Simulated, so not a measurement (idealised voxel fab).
process module | voxel ribs on slabs
cross-section cut | 150 nm wide | cells 5 nm
A cross-section is a grid of square cells, given in bands from the top down. A band is one or more rows of cells.
Each band's line starts with the height of the band's top and of its bottom, in nm. Then come its materials from left to right, each with its width in nm. One material with "throughout" fills the band from edge to edge. "air" is empty space.
Height 0 is the level under which the wafer as received is all one material. The lowest band goes on downwards, as in "0 down".
A width such as "30 to 40" changes by the same amount from each row of cells to the next, from the band's top row to its bottom row.
"no change" after a step means that no cell of the cross-section changed.
closed voids: empty space of 8 cells or more with no open way to the top, each as width x height at its distance from the left edge, in nm
after a step's settings: what the simulator itself notes on the step
overlay nm, on a step with a mask: how far to the right of its planned place the mask lay; to the left if negative
plan
1 op RECEIVE | material Si
2 op DIRECTIONAL_DEP | material SiO2 | thk nm 30
3 op DIRECTIONAL_DEP | material polySi | thk nm 20
4 op DIRECTIONAL_DEP | material aC | thk nm 15
5 op PATTERN | tone cover | mask id RIB | material resist | width nm 20 | thk nm 30 | overlay nm 0
6 op DIRECTIONAL_ETCH | etch materials aC | depth nm 15
7 op STRIP | etch materials resist
8 op DIRECTIONAL_ETCH | etch materials polySi | depth nm 15
9 op STRIP | etch materials aC
10 op PATTERN | tone cover | mask id SLAB | material resist | width nm 60 | thk nm 15 | overlay nm 0
11 op DIRECTIONAL_ETCH | etch materials polySi | depth nm 5
12 op STRIP | etch materials resist
13 op FILL_DEP | material SiO2 | thk nm 25
14 op CMP | height nm 65
15 op DIRECTIONAL_DEP | material W | thk nm 5
16 op PATTERN | tone cover | mask id HEATER | material resist | width nm 30 | thk nm 15 | overlay nm 0
17 op DIRECTIONAL_ETCH | etch materials W | depth nm 5
18 op STRIP | etch materials resist
19 op CONFORMAL_DEP | material SiO2 | thk nm 5
as received, after step 1
  0 down: Si throughout
  closed voids: none
first wafer at the end, as planned
  75 to 70: air 55 | SiO2 40 | air 55
  70 to 65: SiO2 60 | W 30 | SiO2 60
  65 to 50: SiO2 throughout
  50 to 35: SiO2 65 | polySi 20 | SiO2 65
  35 to 30: SiO2 45 | polySi 60 | SiO2 45
  30 to 0: SiO2 throughout
  0 down: Si throughout
  closed voids: none
second wafer at the end: like start, like plan, one mistake
  75 to 70: air 55 | SiO2 40 | air 55
  70 to 65: SiO2 60 | W 30 | SiO2 60
  65 to 55: SiO2 65 | polySi 20 | SiO2 65
  55 to 50: SiO2 45 | polySi 60 | SiO2 45
  50 to 30: polySi throughout
  30 to 0: SiO2 throughout
  0 down: Si throughout
  closed voids: none
what went wrong: step 3 was run twice
at the end the second wafer has, in cells: 116 fewer of SiO2 | 116 more of polySi
